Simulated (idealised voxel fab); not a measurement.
The document below concerns the process module designated voxel double patterning.
The width of the displayed cross-section, cut, is 245 nm; its cells are square, with a size of 5 nm.
Cross-section layout: square cells on a grid; listed as bands, top to bottom; a band spans one or more cell rows.
What a band's entry tells you: where the top is and where the bottom is, as heights in nm, and after that what lies inside, material by material from left to right, each with its width in nm. Empty space is written as the word "empty", and a single material marked with the word "throughout" occupies the band from edge to edge.
Heights from 0 (as-received wafer is one material below). Bottom band endless downward, as "from 0 down".
The notation "30->40" denotes a width that varies across the rows of cells in the band, beginning at the first number in the top row, finishing at the second number in the bottom row, and changing by an identical amount from each row to the next.
A step reported as "no modifications" is a step in which no cell of the cross-section changed.
In "Closed void inventory" the enclosed voids are listed, meaning empty spaces of 8 cells or larger without any opening to the top. The form is width x height at distance, distance from the left edge, units nm.
That trailing text on a step's line, after the settings, is the simulator's own remark on the step.
overlay nm: mask right of planned place by this much (step with mask). Neg. = left.

-- plan
1 RECEIVE: material Si
2 CONFORMAL_DEP: material SiN, thk nm 10
3 DIRECTIONAL_DEP: material SiO2, thk nm 15
4 DIRECTIONAL_DEP: material SiCN, thk nm 10
5 MASKED_ETCH: tone open, mask id FIRST, width nm 15, pitch nm 50, etch materials SiCN, depth nm 10, overlay nm 0
6 DIRECTIONAL_DEP: material aC, thk nm 10
7 PATTERN: tone open, mask id SECOND, material resist, width nm 15, pitch nm 50, thk nm 30, overlay nm 0
8 DIRECTIONAL_ETCH: etch materials aC, depth nm 10
9 STRIP: etch materials resist
10 DIRECTIONAL_ETCH: etch materials SiCN, depth nm 10
11 STRIP: etch materials aC
12 DIRECTIONAL_ETCH: etch materials SiO2, depth nm 15
13 STRIP: etch materials SiCN

-- Cross-sectional view of the wafer in its as-received condition, corresponding to the state after step 1
    from 0 down = Si throughout
    Closed void inventory: none

-- First of two wafers, end-of-module section, run followed plan
    from 25 to 10 = SiO2 (65)  empty (15)  SiO2 (10)  empty (15)  SiO2 (10)  empty (15)  SiO2 (10)  empty (15)  SiO2 (10)  empty (15)  SiO2 (65)
    from 10 to 0 = SiN throughout
    from 0 down = Si throughout
    Closed void inventory: none

-- End of module, second wafer, cross-section. Started like the first, planned like the first, run with one mistake
    from 25 to 10 = SiO2 (75)  empty (30)  SiO2 (20)  empty (30)  SiO2 (20)  empty (15)  SiO2 (55)
    from 10 to 0 = SiN throughout
    from 0 down = Si throughout
    Closed void inventory: none
What broke from the plan during processing? heads up, step 5 didn't go per plan, it actually ran as MASKED_ETCH: tone open, mask id FIRST, width nm 15, pitch nm 50, etch materials SiCN, depth nm 10, overlay nm 10
By the end, you'd get the same cell count for each material on either wafer, but the second wafer puts them somewhere else.
